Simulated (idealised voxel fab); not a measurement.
process module | voxel gate over fins
cross-section cut | 205 nm wide | cells 5 nm
A cross-section is a grid of square cells, given in bands from the top down. A band is one or more rows of cells.
Each band's line starts with the height of the band's top and of its bottom, in nm. Then come its materials from left to right, each with its width in nm. One material with "throughout" fills the band from edge to edge. "air" is empty space.
Height 0 is the level under which the wafer as received is all one material. The lowest band goes on downwards, as in "0 down".
A width such as "30 to 40" changes by the same amount from each row of cells to the next, from the band's top row to its bottom row.
"no change" after a step means that no cell of the cross-section changed.
closed voids: empty space of 8 cells or more with no open way to the top, each as width x height at its distance from the left edge, in nm
after a step's settings: what the simulator itself notes on the step
overlay nm, on a step with a mask: how far to the right of its planned place the mask lay; to the left if negative
plan
1 op RECEIVE | material Si
2 op CONFORMAL_DEP | material SiN | thk nm 10
3 op MASKED_ETCH | tone cover | mask id FINS | width nm 15 | pitch nm 40 | etch materials SiN | depth nm 10 | overlay nm 0
4 op MASKED_ETCH | tone cover | mask id FINS | width nm 15 | pitch nm 40 | etch materials Si | depth nm 40 | overlay nm -15
5 op FILL_DEP | material SiO2 | thk nm 5
6 op CMP | height nm 10
7 op SELECTIVE_ETCH | etch materials SiO2 | depth nm 20
8 op STRIP | etch materials SiN
9 op CONFORMAL_DEP | material HfO2 | thk nm 5
10 op CONFORMAL_DEP | material TiN | thk nm 5
11 op CONFORMAL_DEP | material TiAl | thk nm 5
12 op CONFORMAL_DEP | material TiN | thk nm 5
13 op FILL_DEP | material W | thk nm 15
14 op CMP | height nm 30
15 op CONFORMAL_DEP | material SiN | thk nm 10
varied across the wafers: overlay nm of step 4. The plan shows the first wafer's value. All wafers start alike
first wafer as received, after step 1
  0 down: Si throughout
  closed voids: none
first wafer at the end, after step 15
  40 to 30: SiN throughout
  30 to 20: W throughout
  20 to 15: W 40 | TiN 110 | W 55
  15 to 10: W 40 | TiN 5 | TiAl 100 | TiN 5 | W 55
  10 to 5: TiN 45 | TiAl 5 | TiN 90 | TiAl 5 | TiN 60
  5 to 0: TiAl 50 | TiN 5 | HfO2 80 | TiN 5 | TiAl 65
  0 to -5: TiN 55 | HfO2 5 | Si 30 | HfO2 10 | Si 30 | HfO2 5 | TiN 70
  -5 to -10: HfO2 60 | Si 30 | HfO2 10 | Si 30 | HfO2 75
  -10 to -40: SiO2 60 | Si 30 | SiO2 10 | Si 30 | SiO2 75
  -40 down: Si throughout
  closed voids: none
last wafer at the end
  40 to 30: SiN throughout
  30 to 20: W throughout
  20 to 15: W 55 | TiN 110 | W 40
  15 to 10: W 55 | TiN 5 | TiAl 100 | TiN 5 | W 40
  10 to 5: TiN 60 | TiAl 5 | TiN 90 | TiAl 5 | TiN 45
  5 to 0: TiAl 65 | TiN 5 | HfO2 80 | TiN 5 | TiAl 50
  0 to -5: TiN 70 | HfO2 5 | Si 30 | HfO2 10 | Si 30 | HfO2 5 | TiN 55
  -5 to -10: HfO2 75 | Si 30 | HfO2 10 | Si 30 | HfO2 60
  -10 to -40: SiO2 75 | Si 30 | SiO2 10 | Si 30 | SiO2 60
  -40 down: Si throughout
  closed voids: none
each wafer at the end: cells of each material gained (+) or lost (-) since it was received, then its closed voids
overlay nm -15 | +49 HfO2 | -232 Si | +82 SiN | +174 SiO2 | +45 TiAl | +90 TiN | +120 W | closed voids: none
overlay nm -10 | +49 HfO2 | -248 Si | +82 SiN | +186 SiO2 | +45 TiAl | +92 TiN | +122 W | closed voids: none
overlay nm -5 | +49 HfO2 | -264 Si | +82 SiN | +198 SiO2 | +45 TiAl | +94 TiN | +124 W | closed voids: none
overlay nm 0 | +49 HfO2 | -280 Si | +82 SiN | +210 SiO2 | +47 TiAl | +94 TiN | +126 W | closed voids: none
overlay nm 5 | +49 HfO2 | -264 Si | +82 SiN | +198 SiO2 | +45 TiAl | +94 TiN | +124 W | closed voids: none
overlay nm 10 | +49 HfO2 | -248 Si | +82 SiN | +186 SiO2 | +45 TiAl | +92 TiN | +122 W | closed voids: none
overlay nm 15 | +49 HfO2 | -232 Si | +82 SiN | +174 SiO2 | +45 TiAl | +90 TiN | +120 W | closed voids: none
